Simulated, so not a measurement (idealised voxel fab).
The process module that follows is named voxel air gaps.
This is section cut - it's 245 nm across, gridded in 5 nm square cells.
If you're reading a cross-section in this doc, picture square cells in a grid; it comes to you as bands, top ones listed first down to the bottom, and a band can be one or more rows of cells. The band entry comprises the height of the band's top followed by the height of its bottom, expressed in nm, and subsequently the band's materials from left to right, each stated together with its width in nm. Where a single material is marked with the word "edge to edge", that material fills the band from edge to edge. The word "blank" represents empty space. Height datum 0, below which the as-received substrate wafer is one material. Lowest band open at the bottom, running downward: "from 0 down". A width such as "30 to 40" changes by the same amount from each row of cells to the next, from the band's top row to its bottom row. It should be understood that the words "changes: none", when stated for a given step, signify that the cross-section underwent no change in any of its cells during that step. "Closed void entries": sealed empty spaces, 8 cells or more, no open way to top, listed width x height at distance, with distance from the left edge and width, height and distance in nm. Note: text after step settings on the step line = simulator remark on that step. The setting "overlay nm" may be written on the line of a step. When the step uses a mask, the value reports how far to the right of the planned place the mask lay, and a negative value reports that it lay to the left. Note on reading: below, each pair holds a cross-section from before one process step and one from after it; the one from after shows only down to the lowest band that changed. Beneath the pair, the step in between is stated along with its settings. The pairs can stem from different runs of this module on the same starting wafer. Where a pair's entry headed "Pre-step view" says so, and only there, that pair continues from the pair above it.

-- Pre-step view
	from 80 to 65  50 nm resist; 25 nm blank; 30 nm resist; 25 nm blank; 30 nm resist; 25 nm blank; 60 nm resist
	from 65 to 50  50 nm aC; 25 nm blank; 30 nm aC; 25 nm blank; 30 nm aC; 25 nm blank; 60 nm aC
	from 50 to 20  lowk edge to edge
	from 20 to 15  SiN edge to edge
	from 15 to 0  SiO2 edge to edge
	from 0 down  Si edge to edge
	Closed void entries: none

-- Post-Step Snapshot
	from 65 to 50  50 nm aC; 25 nm blank; 30 nm aC; 25 nm blank; 30 nm aC; 25 nm blank; 60 nm aC
	Below 50, the layers are the same as they were.
	Closed void entries: none
Processing between the before and after sections above: STRIP, etch materials resist

Pre-step view: Please consult the pair immediately above; the cross-section it shows after its step is the state before this step.

-- Post-Step Snapshot
	from 65 to 50  50 nm aC; 25 nm blank; 30 nm aC; 25 nm blank; 30 nm aC; 25 nm blank; 60 nm aC
	from 50 to 20  50 nm lowk; 25 nm blank; 30 nm lowk; 25 nm blank; 30 nm lowk; 25 nm blank; 60 nm lowk
	Below 20, the layers are the same as they were.
	Closed void entries: none
Processing between the before and after sections above: DIRECTIONAL_ETCH, etch materials lowk, depth nm 30

Pre-step view: Please consult the pair immediately above; the cross-section it shows after its step is the state before this step.

-- Post-Step Snapshot
	from 50 to 20  50 nm lowk; 25 nm blank; 30 nm lowk; 25 nm blank; 30 nm lowk; 25 nm blank; 60 nm lowk
	Below 20, the layers are the same as they were.
	Closed void entries: none
Processing between the before and after sections above: STRIP, etch materials aC

Pre-step view: Please consult the pair immediately above; the cross-section it shows after its step is the state before this step.

-- Post-Step Snapshot
	from 55 to 50  55 nm TiN; 15 nm blank; 40 nm TiN; 15 nm blank; 40 nm TiN; 15 nm blank; 65 nm TiN
	from 50 to 25  50 nm lowk; 5 nm TiN; 15 nm blank; 5 nm TiN; 30 nm lowk; 5 nm TiN; 15 nm blank; 5 nm TiN; 30 nm lowk; 5 nm TiN; 15 nm blank; 5 nm TiN; 60 nm lowk
	from 25 to 20  50 nm lowk; 25 nm TiN; 30 nm lowk; 25 nm TiN; 30 nm lowk; 25 nm TiN; 60 nm lowk
	Below 20, the layers are the same as they were.
	Closed void entries: none
Processing between the before and after sections above: CONFORMAL_DEP, material TiN, thk nm 5

Pre-step view: Please consult the pair immediately above; the cross-section it shows after its step is the state before this step.

-- Post-Step Snapshot
	from 65 to 55  W edge to edge
	from 55 to 50  55 nm TiN; 15 nm W; 40 nm TiN; 15 nm W; 40 nm TiN; 15 nm W; 65 nm TiN
	from 50 to 25  50 nm lowk; 5 nm TiN; 15 nm W; 5 nm TiN; 30 nm lowk; 5 nm TiN; 15 nm W; 5 nm TiN; 30 nm lowk; 5 nm TiN; 15 nm W; 5 nm TiN; 60 nm lowk
	Below 25, the layers are the same as they were.
	Closed void entries: none
Processing between the before and after sections above: FILL_DEP, material W, thk nm 10

Pre-step view: Please consult the pair immediately above; the cross-section it shows after its step is the state before this step.

-- Post-Step Snapshot
	from 50 to 25  50 nm lowk; 5 nm TiN; 15 nm W; 5 nm TiN; 30 nm lowk; 5 nm TiN; 15 nm W; 5 nm TiN; 30 nm lowk; 5 nm TiN; 15 nm W; 5 nm TiN; 60 nm lowk
	Below 25, the layers are the same as they were.
	Closed void entries: none
Processing between the before and after sections above: CMP, height nm 50

Pre-step view: Please consult the pair immediately above; the cross-section it shows after its step is the state before this step.

-- Post-Step Snapshot
	from 60 to 50  40 nm blank; 45 nm Ru; 10 nm blank; 45 nm Ru; 10 nm blank; 45 nm Ru; 50 nm blank
	Below 50, the layers are the same as they were.
	Closed void entries: none
Processing between the before and after sections above: EPI, material Ru, thk nm 10

Pre-step view: Please consult the pair immediately above; the cross-section it shows after its step is the state before this step.

-- Post-Step Snapshot
	from 60 to 50  40 nm blank; 45 nm Ru; 10 nm blank; 45 nm Ru; 10 nm blank; 45 nm Ru; 50 nm blank
	from 50 to 25  50 nm blank; 5 nm TiN; 15 nm W; 5 nm TiN; 30 nm blank; 5 nm TiN; 15 nm W; 5 nm TiN; 30 nm blank; 5 nm TiN; 15 nm W; 5 nm TiN; 60 nm blank
	from 25 to 20  50 nm blank; 25 nm TiN; 30 nm blank; 25 nm TiN; 30 nm blank; 25 nm TiN; 60 nm blank
	Below 20, the layers are the same as they were.
	Closed void entries: none
Processing between the before and after sections above: SELECTIVE_ETCH, etch materials lowk, depth nm 40

Pre-step view: Please consult the pair immediately above; the cross-section it shows after its step is the state before this step.

-- Post-Step Snapshot
	from 65 to 60  35 nm blank; 165 nm SiN; 45 nm blank
	from 60 to 50  35 nm blank; 5 nm SiN; 45 nm Ru; 10 nm SiN; 45 nm Ru; 10 nm SiN; 45 nm Ru; 5 nm SiN; 45 nm blank
	from 50 to 45  35 nm blank; 15 nm SiN; 5 nm TiN; 15 nm W; 5 nm TiN; 30 nm SiN; 5 nm TiN; 15 nm W; 5 nm TiN; 30 nm SiN; 5 nm TiN; 15 nm W; 5 nm TiN; 15 nm SiN; 45 nm blank
	from 45 to 25  45 nm blank; 5 nm SiN; 5 nm TiN; 15 nm W; 5 nm TiN; 5 nm SiN; 20 nm blank; 5 nm SiN; 5 nm TiN; 15 nm W; 5 nm TiN; 5 nm SiN; 20 nm blank; 5 nm SiN; 5 nm TiN; 15 nm W; 5 nm TiN; 5 nm SiN; 55 nm blank
	from 25 to 20  50 nm SiN; 25 nm TiN; 30 nm SiN; 25 nm TiN; 30 nm SiN; 25 nm TiN; 60 nm SiN
	Below 20, the layers are the same as they were.
	Closed void entries: 20 x 20 at 80; 20 x 20 at 135
Processing between the before and after sections above: CONFORMAL_DEP, material SiN, thk nm 5

-- Pre-step view
	from 50 to 20  lowk edge to edge
	from 20 to 15  SiN edge to edge
	from 15 to 0  SiO2 edge to edge
	from 0 down  Si edge to edge
	Closed void entries: none

-- Post-Step Snapshot
	from 65 to 20  lowk edge to edge
	Below 20, the layers are the same as they were.
	Closed void entries: none
Processing between the before and after sections above: DIRECTIONAL_DEP, material lowk, thk nm 15

Pre-step view: Please consult the pair immediately above; the cross-section it shows after its step is the state before this step.

-- Post-Step Snapshot
	from 95 to 65  55 nm resist; 25 nm blank; 30 nm resist; 25 nm blank; 30 nm resist; 25 nm blank; 55 nm resist
	Below 65, the layers are the same as they were.
	Closed void entries: none
Processing between the before and after sections above: PATTERN, tone open, mask id LINES, material resist, width nm 25, pitch nm 55, thk nm 30, overlay nm 0

Pre-step view: Please consult the pair immediately above; the cross-section it shows after its step is the state before this step.

-- Post-Step Snapshot
	from 80 to 65  55 nm resist; 25 nm blank; 30 nm resist; 25 nm blank; 30 nm resist; 25 nm blank; 55 nm resist
	Below 65, the layers are the same as they were.
	Closed void entries: none
Processing between the before and after sections above: DIRECTIONAL_ETCH, etch materials aC, depth nm 15

Pre-step view: Please consult the pair immediately above; the cross-section it shows after its step is the state before this step.

-- Post-Step Snapshot
	from 65 to 20  lowk edge to edge
	Below 20, the layers are the same as they were.
	Closed void entries: none
Processing between the before and after sections above: STRIP, etch materials resist

Pre-step view: Please consult the pair immediately above; the cross-section it shows after its step is the state before this step.

-- Post-Step Snapshot
	from 35 to 20  lowk edge to edge
	Below 20, the layers are the same as they were.
	Closed void entries: none
Processing between the before and after sections above: DIRECTIONAL_ETCH, etch materials lowk, depth nm 30

Pre-step view: Please consult the pair immediately above; the cross-section it shows after its step is the state before this step.

-- Post-Step Snapshot
	from 40 to 35  TiN edge to edge
	Below 35, the layers are the same as they were.
	Closed void entries: none
Processing between the before and after sections above: CONFORMAL_DEP, material TiN, thk nm 5

Pre-step view: Please consult the pair immediately above; the cross-section it shows after its step is the state before this step.

-- Post-Step Snapshot
	from 50 to 40  W edge to edge
	Below 40, the layers are the same as they were.
	Closed void entries: none
Processing between the before and after sections above: FILL_DEP, material W, thk nm 10

Pre-step view: Please consult the pair immediately above; the cross-section it shows after its step is the state before this step.

-- Post-Step Snapshot
	from 60 to 50  Ru edge to edge
	Below 50, the layers are the same as they were.
	Closed void entries: none
Processing between the before and after sections above: EPI, material Ru, thk nm 10

Pre-step view: Please consult the pair immediately above; the cross-section it shows after its step is the state before this step.

-- Post-Step Snapshot
	from 65 to 60  SiN edge to edge
	Below 60, the layers are the same as they were.
	Closed void entries: none
Processing between the before and after sections above: CONFORMAL_DEP, material SiN, thk nm 5

-- Pre-step view
	from 65 to 50  aC edge to edge
	from 50 to 20  lowk edge to edge
	from 20 to 15  SiN edge to edge
	from 15 to 0  SiO2 edge to edge
	from 0 down  Si edge to edge
	Closed void entries: none

-- Post-Step Snapshot
	from 95 to 65  55 nm blank; 25 nm resist; 30 nm blank; 25 nm resist; 30 nm blank; 25 nm resist; 55 nm blank
	Below 65, the layers are the same as they were.
	Closed void entries: none
Processing between the before and after sections above: PATTERN, tone cover, mask id LINES, material resist, width nm 25, pitch nm 55, thk nm 30, overlay nm 0

Pre-step view: Please consult the pair immediately above; the cross-section it shows after its step is the state before this step.

-- Post-Step Snapshot
	from 80 to 65  55 nm blank; 25 nm resist; 30 nm blank; 25 nm resist; 30 nm blank; 25 nm resist; 55 nm blank
	from 65 to 50  55 nm blank; 25 nm aC; 30 nm blank; 25 nm aC; 30 nm blank; 25 nm aC; 55 nm blank
	Below 50, the layers are the same as they were.
	Closed void entries: none
Processing between the before and after sections above: DIRECTIONAL_ETCH, etch materials aC, depth nm 15

Pre-step view: Please consult the pair immediately above; the cross-section it shows after its step is the state before this step.

-- Post-Step Snapshot
	from 65 to 50  55 nm blank; 25 nm aC; 30 nm blank; 25 nm aC; 30 nm blank; 25 nm aC; 55 nm blank
	Below 50, the layers are the same as they were.
	Closed void entries: none
Processing between the before and after sections above: STRIP, etch materials resist

Pre-step view: Please consult the pair immediately above; the cross-section it shows after its step is the state before this step.

-- Post-Step Snapshot
	from 65 to 50  55 nm blank; 25 nm aC; 30 nm blank; 25 nm aC; 30 nm blank; 25 nm aC; 55 nm blank
	from 50 to 20  55 nm blank; 25 nm lowk; 30 nm blank; 25 nm lowk; 30 nm blank; 25 nm lowk; 55 nm blank
	Below 20, the layers are the same as they were.
	Closed void entries: none
Processing between the before and after sections above: DIRECTIONAL_ETCH, etch materials lowk, depth nm 30

Pre-step view: Please consult the pair immediately above; the cross-section it shows after its step is the state before this step.

-- Post-Step Snapshot
	from 50 to 20  55 nm blank; 25 nm lowk; 30 nm blank; 25 nm lowk; 30 nm blank; 25 nm lowk; 55 nm blank
	Below 20, the layers are the same as they were.
	Closed void entries: none
Processing between the before and after sections above: STRIP, etch materials aC

Pre-step view: Please consult the pair immediately above; the cross-section it shows after its step is the state before this step.

-- Post-Step Snapshot
	from 55 to 50  50 nm blank; 35 nm TiN; 20 nm blank; 35 nm TiN; 20 nm blank; 35 nm TiN; 50 nm blank
	from 50 to 25  50 nm blank; 5 nm TiN; 25 nm lowk; 5 nm TiN; 20 nm blank; 5 nm TiN; 25 nm lowk; 5 nm TiN; 20 nm blank; 5 nm TiN; 25 nm lowk; 5 nm TiN; 50 nm blank
	from 25 to 20  55 nm TiN; 25 nm lowk; 30 nm TiN; 25 nm lowk; 30 nm TiN; 25 nm lowk; 55 nm TiN
	Below 20, the layers are the same as they were.
	Closed void entries: none
Processing between the before and after sections above: CONFORMAL_DEP, material TiN, thk nm 5

Pre-step view: Please consult the pair immediately above; the cross-section it shows after its step is the state before this step.

-- Post-Step Snapshot
	from 65 to 55  W edge to edge
	from 55 to 50  50 nm W; 35 nm TiN; 20 nm W; 35 nm TiN; 20 nm W; 35 nm TiN; 50 nm W
	from 50 to 25  50 nm W; 5 nm TiN; 25 nm lowk; 5 nm TiN; 20 nm W; 5 nm TiN; 25 nm lowk; 5 nm TiN; 20 nm W; 5 nm TiN; 25 nm lowk; 5 nm TiN; 50 nm W
	Below 25, the layers are the same as they were.
	Closed void entries: none
Processing between the before and after sections above: FILL_DEP, material W, thk nm 10

Pre-step view: Please consult the pair immediately above; the cross-section it shows after its step is the state before this step.

-- Post-Step Snapshot
	from 50 to 25  50 nm W; 5 nm TiN; 25 nm lowk; 5 nm TiN; 20 nm W; 5 nm TiN; 25 nm lowk; 5 nm TiN; 20 nm W; 5 nm TiN; 25 nm lowk; 5 nm TiN; 50 nm W
	Below 25, the layers are the same as they were.
	Closed void entries: none
Processing between the before and after sections above: CMP, height nm 50

Pre-step view: Please consult the pair immediately above; the cross-section it shows after its step is the state before this step.

-- Post-Step Snapshot
	from 60 to 50  65 nm Ru; 5 nm blank; 50 nm Ru; 5 nm blank; 50 nm Ru; 5 nm blank; 65 nm Ru
	Below 50, the layers are the same as they were.
	Closed void entries: none
Processing between the before and after sections above: EPI, material Ru, thk nm 10

Pre-step view: Please consult the pair immediately above; the cross-section it shows after its step is the state before this step.

-- Post-Step Snapshot
	from 60 to 50  65 nm Ru; 5 nm blank; 50 nm Ru; 5 nm blank; 50 nm Ru; 5 nm blank; 65 nm Ru
	from 50 to 25  50 nm W; 5 nm TiN; 25 nm blank; 5 nm TiN; 20 nm W; 5 nm TiN; 25 nm blank; 5 nm TiN; 20 nm W; 5 nm TiN; 25 nm blank; 5 nm TiN; 50 nm W
	from 25 to 20  55 nm TiN; 25 nm blank; 30 nm TiN; 25 nm blank; 30 nm TiN; 25 nm blank; 55 nm TiN
	Below 20, the layers are the same as they were.
	Closed void entries: none
Processing between the before and after sections above: SELECTIVE_ETCH, etch materials lowk, depth nm 40

Pre-step view: Please consult the pair immediately above; the cross-section it shows after its step is the state before this step.

-- Post-Step Snapshot
	from 65 to 60  SiN edge to edge
	from 60 to 50  65 nm Ru; 5 nm SiN; 50 nm Ru; 5 nm SiN; 50 nm Ru; 5 nm SiN; 65 nm Ru
	from 50 to 45  50 nm W; 5 nm TiN; 25 nm SiN; 5 nm TiN; 20 nm W; 5 nm TiN; 25 nm SiN; 5 nm TiN; 20 nm W; 5 nm TiN; 25 nm SiN; 5 nm TiN; 50 nm W
	from 45 to 25  50 nm W; 5 nm TiN; 5 nm SiN; 15 nm blank; 5 nm SiN; 5 nm TiN; 20 nm W; 5 nm TiN; 5 nm SiN; 15 nm blank; 5 nm SiN; 5 nm TiN; 20 nm W; 5 nm TiN; 5 nm SiN; 15 nm blank; 5 nm SiN; 5 nm TiN; 50 nm W
	from 25 to 20  55 nm TiN; 25 nm SiN; 30 nm TiN; 25 nm SiN; 30 nm TiN; 25 nm SiN; 55 nm TiN
	Below 20, the layers are the same as they were.
	Closed void entries: 15 x 20 at 60; 15 x 20 at 115; 15 x 20 at 170
Processing between the before and after sections above: CONFORMAL_DEP, material SiN, thk nm 5
